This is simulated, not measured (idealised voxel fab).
The process module that follows is named voxel transistor to metal.
It is cross-section cut that appears here, measuring 180 nm in width, its square cells being 5 nm in size.
Cross-section format: a grid of square cells, given as bands from top to bottom; each band is one or more rows of cells.
Each band's line starts with the height of the band's top and of its bottom, in nm. Then come its materials from left to right, each with its width in nm. One material with "edge to edge" fills the band from edge to edge. "empty" is empty space.
A quick word on heights: they are counted from 0, and under that level the wafer as it came to us is one material throughout. The lowest band is different from the rest in having no bottom; it simply continues downward, written as in "0 down".
Think of "30 to 40" as a width that walks from the first number to the second as you go down the band, top row to bottom row, taking equal-sized steps from row to row.
Given "nothing changed" for a step, no cell of the cross-section differs between before and after that step.
Basically, "Closed void listing" tells you about the enclosed voids: empty spaces with no open way to the top, 8 cells or bigger, each written width x height at distance, where distance is from the left edge, all in nm.
Past the settings on a step's line: simulator remark, on that step.
overlay nm: step with mask; distance mask lay right of planned place; negative value = left of planned place.

## These are the steps we planned for the process
1. RECEIVE,material Si
2. OXIDIZE,depth nm 5
3. CONFORMAL_DEP,material SiN,thk nm 10
4. PATTERN,tone cover,mask id ACTIVE,material resist,width nm 95,thk nm 15,overlay nm 0
5. DIRECTIONAL_ETCH,etch materials SiN,depth nm 10
6. DIRECTIONAL_ETCH,etch materials SiO2,depth nm 5
7. DIRECTIONAL_ETCH,etch materials Si,depth nm 25
8. STRIP,etch materials resist
9. OXIDIZE,depth nm 5
10. FILL_DEP,material SiO2,thk nm 15
11. CMP,height nm 10
12. SELECTIVE_ETCH,etch materials SiO2,depth nm 5
13. STRIP,etch materials SiN
14. SELECTIVE_ETCH,etch materials SiO2,depth nm 5
15. OXIDIZE,depth nm 5
16. DIRECTIONAL_DEP,material polySi,thk nm 20
17. DIRECTIONAL_DEP,material SiCN,thk nm 10
18. MASKED_ETCH,tone cover,mask id GATE,width nm 15,etch materials SiCN,depth nm 20,overlay nm 0
19. MASKED_ETCH,tone cover,mask id GATE,width nm 15,etch materials polySi,depth nm 30,overlay nm 0
20. CONFORMAL_DEP,material SiO2,thk nm 5
21. DIRECTIONAL_ETCH,etch materials SiO2,depth nm 5
22. CONFORMAL_DEP,material SiN,thk nm 10
23. DIRECTIONAL_ETCH,etch materials SiN,depth nm 10
24. DIRECTIONAL_ETCH,etch materials SiO2,depth nm 5
25. DIRECTIONAL_ETCH,etch materials Si,depth nm 15
26. EPI,material nSi,thk nm 20
27. FILL_DEP,material SiO2,thk nm 5
28. CMP,height nm 25
29. DIRECTIONAL_DEP,material SiO2,thk nm 10
30. PATTERN,tone open,mask id CONTACT,material resist,width nm 25,pitch nm 50,thk nm 15,overlay nm 0
31. DIRECTIONAL_ETCH,etch materials SiO2,depth nm 25
32. STRIP,etch materials resist
33. CONFORMAL_DEP,material TiN,thk nm 5
34. FILL_DEP,material Ru,thk nm 5
35. CMP,height nm 35
36. CONFORMAL_DEP,material SiN,thk nm 5
37. DIRECTIONAL_DEP,material lowk,thk nm 20
38. PATTERN,tone open,mask id METAL_1,material resist,width nm 15,pitch nm 60,thk nm 20,overlay nm 0
39. DIRECTIONAL_ETCH,etch materials lowk,depth nm 20
40. DIRECTIONAL_ETCH,etch materials SiN,depth nm 5
41. STRIP,etch materials resist
42. CONFORMAL_DEP,material TiN,thk nm 5
43. FILL_DEP,material W,thk nm 5
44. CMP,height nm 60
45. CONFORMAL_DEP,material SiCN,thk nm 5

## Incoming wafer, cross-sectional view, post step 1
> 0 down = Si edge to edge
> Closed void listing: none

## Same starting wafer, same plan as above, one mistake in the execution; this is the cross-section at the end of the module
> 65 to 60 = SiCN edge to edge
> 60 to 40 = 50 lowk, then 5 TiN, then 5 W, then 5 TiN, then 45 lowk, then 5 TiN, then 5 W, then 5 TiN, then 55 lowk
> 40 to 35 = 50 SiN, then 15 TiN, then 45 SiN, then 15 TiN, then 55 SiN
> 35 to 25 = 50 SiO2, then 5 TiN, then 15 to 5 Ru, then 5 to 15 TiN, then 25 SiO2, then 5 to 15 TiN, then 15 to 5 Ru, then 5 TiN, then 55 SiO2
> 25 to 15 = 50 SiO2, then 5 TiN, then 5 Ru, then 5 TiN, then 10 SiN, then 5 SiO2, then 15 SiCN, then 5 SiO2, then 10 SiN, then 5 TiN, then 5 Ru, then 5 TiN, then 55 SiO2
> 15 to 10 = 50 SiO2, then 15 TiN, then 10 SiN, then 5 SiO2, then 15 polySi, then 5 SiO2, then 10 SiN, then 15 TiN, then 55 SiO2
> 10 to 0 = 65 SiO2, then 10 SiN, then 5 SiO2, then 15 polySi, then 5 SiO2, then 10 SiN, then 70 SiO2
> 0 to -5 = 40 SiO2, then 10 SiN, then 15 SiO2, then 10 SiN, then 5 SiO2, then 15 polySi, then 5 SiO2, then 10 SiN, then 15 SiO2, then 10 SiN, then 45 SiO2
> -5 to -15 = SiO2 edge to edge
> -15 down = Si edge to edge
> Closed void listing: none
Plan not followed: in deviation from the planned setting, step 2 was conducted as OXIDIZE,depth nm 15
